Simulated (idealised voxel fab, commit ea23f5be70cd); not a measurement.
You're looking at the process module voxel transistor to metal.
It is cross-section cut that appears here, measuring 210 nm in width, its square cells being 5 nm in size.
Notation: cross-section as square-cell grid; stated in bands, top first, going down; one or more cell rows per band. For a band, the entry starts with two heights in nm, that of the top and then that of the bottom, and carries on with the band's materials in order from left to right, each alongside its width in nm; the word "everywhere" beside a single material means it fills the band edge to edge, and "air" means empty space. Height 0 is the level under which the wafer as received is all one material. The lowest band goes on downwards, as in "0 and below". A two-number width, for instance "30..40", indicates that the width is equal to the first number in the top row of the band and to the second number in the bottom row, and that it changes by a constant amount per row of cells. The cross-section has no changed cell in any step marked "remains unaltered". If an empty space has no open way to the top and is at least 8 cells in size, "Enclosed void inventory" lists it, written width x height at distance, where distance is measured from the left edge and every value is in nm. Step line, after settings: the simulator's comment on this step. If you see "overlay nm" on a step's line and that step has a mask, it's telling you how far right of where it was planned the mask ended up; a negative number means it went left instead.
Set out below are the planned steps of the process:
step 1: RECEIVE | material Si
step 2: CONFORMAL_DEP | material SiO2 | thk nm 5
step 3: CONFORMAL_DEP | material SiN | thk nm 10
step 4: DIRECTIONAL_DEP | material aC | thk nm 10
step 5: PATTERN | tone cover | mask id ACTIVE | material resist | width nm 125 | thk nm 30 | overlay nm 0
step 6: DIRECTIONAL_ETCH | etch materials aC | depth nm 10
step 7: STRIP | etch materials resist
step 8: DIRECTIONAL_ETCH | etch materials SiN | depth nm 10
step 9: DIRECTIONAL_ETCH | etch materials SiO2 | depth nm 5
step 10: DIRECTIONAL_ETCH | etch materials Si | depth nm 25
step 11: STRIP | etch materials aC
step 12: OXIDIZE | depth nm 5
step 13: FILL_DEP | material SiO2 | thk nm 15
step 14: CMP | height nm 15
step 15: SELECTIVE_ETCH | etch materials SiO2 | depth nm 5
step 16: STRIP | etch materials SiN
step 17: SELECTIVE_ETCH | etch materials SiO2 | depth nm 5
step 18: OXIDIZE | depth nm 5
step 19: DIRECTIONAL_DEP | material polySi | thk nm 20
step 20: DIRECTIONAL_DEP | material SiCN | thk nm 15
step 21: DIRECTIONAL_DEP | material aC | thk nm 10
step 22: PATTERN | tone cover | mask id GATE | material resist | width nm 35 | thk nm 25 | overlay nm 0
step 23: DIRECTIONAL_ETCH | etch materials aC | depth nm 10
step 24: STRIP | etch materials resist
step 25: DIRECTIONAL_ETCH | etch materials SiCN | depth nm 25
step 26: DIRECTIONAL_ETCH | etch materials polySi | depth nm 30
step 27: STRIP | etch materials aC
step 28: CONFORMAL_DEP | material SiO2 | thk nm 5
step 29: DIRECTIONAL_ETCH | etch materials SiO2 | depth nm 5
step 30: CONFORMAL_DEP | material SiN | thk nm 5
step 31: DIRECTIONAL_ETCH | etch materials SiN | depth nm 5
step 32: DIRECTIONAL_ETCH | etch materials SiO2 | depth nm 5
step 33: EPI | material pSi | thk nm 5
step 34: FILL_DEP | material SiO2 | thk nm 10
step 35: CMP | height nm 20
step 36: STRIP | etch materials polySi
step 37: SELECTIVE_ETCH | etch materials SiO2 | depth nm 5
step 38: CONFORMAL_DEP | material HfO2 | thk nm 5
step 39: CONFORMAL_DEP | material TiN | thk nm 5
step 40: FILL_DEP | material W | thk nm 10
step 41: CMP | height nm 15
step 42: DIRECTIONAL_DEP | material SiO2 | thk nm 15
step 43: MASKED_ETCH | tone open | mask id CONTACT | width nm 20 | pitch nm 95 | etch materials SiO2 | depth nm 30 | overlay nm 0
step 44: CONFORMAL_DEP | material TiN | thk nm 5
step 45: FILL_DEP | material W | thk nm 10
step 46: CMP | height nm 30
step 47: CONFORMAL_DEP | material SiN | thk nm 5
step 48: DIRECTIONAL_DEP | material SiO2 | thk nm 15
step 49: PATTERN | tone open | mask id METAL_1 | material resist | width nm 20 | pitch nm 95 | thk nm 20 | overlay nm 0
step 50: DIRECTIONAL_ETCH | etch materials SiO2 | depth nm 15
step 51: DIRECTIONAL_ETCH | etch materials SiN | depth nm 5
step 52: STRIP | etch materials resist
step 53: CONFORMAL_DEP | material TiN | thk nm 5
step 54: FILL_DEP | material Cu | thk nm 10
step 55: CMP | height nm 50
step 56: EPI | material Ru | thk nm 5
step 57: FILL_DEP | material SiCN | thk nm 5
All wafers enter the flow in the same state. The width nm at step 5 differs from wafer to wafer, and the plan gives the value for the first wafer.
Cross-section of the first of several received wafers, showing its state after step 1:
> 0 and below = Si everywhere
> Enclosed void inventory: none
Table: wafers, a row each; end-of-module cell change per material since receipt, gain (+), loss (-); then closed voids:
width nm 125; +12 Cu; +15 HfO2; +12 Ru; -137 Si; +72 SiCN; +42 SiN; +387 SiO2; +59 TiN; +30 W; +12 pSi; Enclosed void inventory: none
width nm 130; +12 Cu; +15 HfO2; +12 Ru; -132 Si; +72 SiCN; +42 SiN; +381 SiO2; +59 TiN; +30 W; +13 pSi; Enclosed void inventory: none
width nm 135; +12 Cu; +15 HfO2; +12 Ru; -127 Si; +72 SiCN; +42 SiN; +375 SiO2; +59 TiN; +30 W; +14 pSi; Enclosed void inventory: none
width nm 140; +12 Cu; +15 HfO2; +12 Ru; -122 Si; +72 SiCN; +42 SiN; +369 SiO2; +59 TiN; +30 W; +15 pSi; Enclosed void inventory: none
width nm 145; +12 Cu; +15 HfO2; +12 Ru; -117 Si; +72 SiCN; +42 SiN; +363 SiO2; +59 TiN; +30 W; +16 pSi; Enclosed void inventory: none
width nm 150; +12 Cu; +15 HfO2; +12 Ru; -112 Si; +72 SiCN; +42 SiN; +357 SiO2; +59 TiN; +30 W; +17 pSi; Enclosed void inventory: none
